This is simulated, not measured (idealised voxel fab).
The following is a process module called voxel quadruple lines.
In the cross-section labelled cut, the width is 140 nm and each square cell is 5 nm.
A cross-section in this document is a grid of square cells, and it is written down as bands, the top band listed before the ones below it; a band is made up of one or more rows of cells.
In this notation a band is specified by the heights of its top and bottom, in that order and in nm, after which its materials appear from left to right, each paired with its width in nm. The word "all across" attached to a single material means that material fills the band from edge to edge; the word "empty" stands for empty space.
Height reference: 0 = level under which incoming wafer is all one material. Lowest band: no bottom, runs on downward, e.g. "0 -> down".
Note: "30..40" means the width goes from the first number (top row of the band) to the second number (bottom row) in equal steps per row of cells.
You'll sometimes find "nothing got changed" written for a step, and that's the way of saying that nowhere in the cross-section did a cell change during that step.
The entry "Entrapped void list" lists the empty spaces that cover at least 8 cells and have no open path to the top. Each is written as width x height at distance, where the distance is measured from the left edge and all three values are in nm.
Read whatever lies past the settings on a step's line as the simulator's own remark about the step.
Regarding "overlay nm": on a step with a mask, it is the distance the mask lay to the right of its planned place; a negative value places it to the left.

# Process steps (planned)
1. op RECEIVE | material Si
2. op CONFORMAL_DEP | material SiO2 | thk nm 10
3. op DIRECTIONAL_DEP | material Ru | thk nm 10
4. op DIRECTIONAL_DEP | material polySi | thk nm 20
5. op DIRECTIONAL_DEP | material aC | thk nm 20
6. op PATTERN | tone cover | mask id MANDREL | material resist | width nm 35 | thk nm 25 | overlay nm 0
7. op DIRECTIONAL_ETCH | etch materials aC | depth nm 20
8. op STRIP | etch materials resist
9. op CONFORMAL_DEP | material SiO2 | thk nm 15
10. op DIRECTIONAL_ETCH | etch materials SiO2 | depth nm 15
11. op STRIP | etch materials aC
12. op DIRECTIONAL_ETCH | etch materials polySi | depth nm 20
13. op STRIP | etch materials SiO2
14. op CONFORMAL_DEP | material SiN | thk nm 10
15. op DIRECTIONAL_ETCH | etch materials SiN | depth nm 10
16. op STRIP | etch materials polySi
17. op DIRECTIONAL_ETCH | etch materials Ru | depth nm 10
18. op STRIP | etch materials SiN

# Cross-sectional view of the wafer in its as-received condition, corresponding to the state after step 1
- 0 -> down = Si all across
- Entrapped void list: none

# Same starting wafer, same plan as above, one mistake in the execution; this is the cross-section at the end of the module
- 20 -> 15 = 25 of empty; 10 of Ru; 15 of empty; 10 of Ru; 15 of empty; 10 of Ru; 15 of empty; 10 of Ru; 30 of empty
- 15 -> 10 = Ru all across
- 10 -> 0 = SiO2 all across
- 0 -> down = Si all across
- Entrapped void list: none
So what did we get wrong on this run? step 17 went in with a setting other than planned; the actual run was op DIRECTIONAL_ETCH | etch materials Ru | depth nm 5
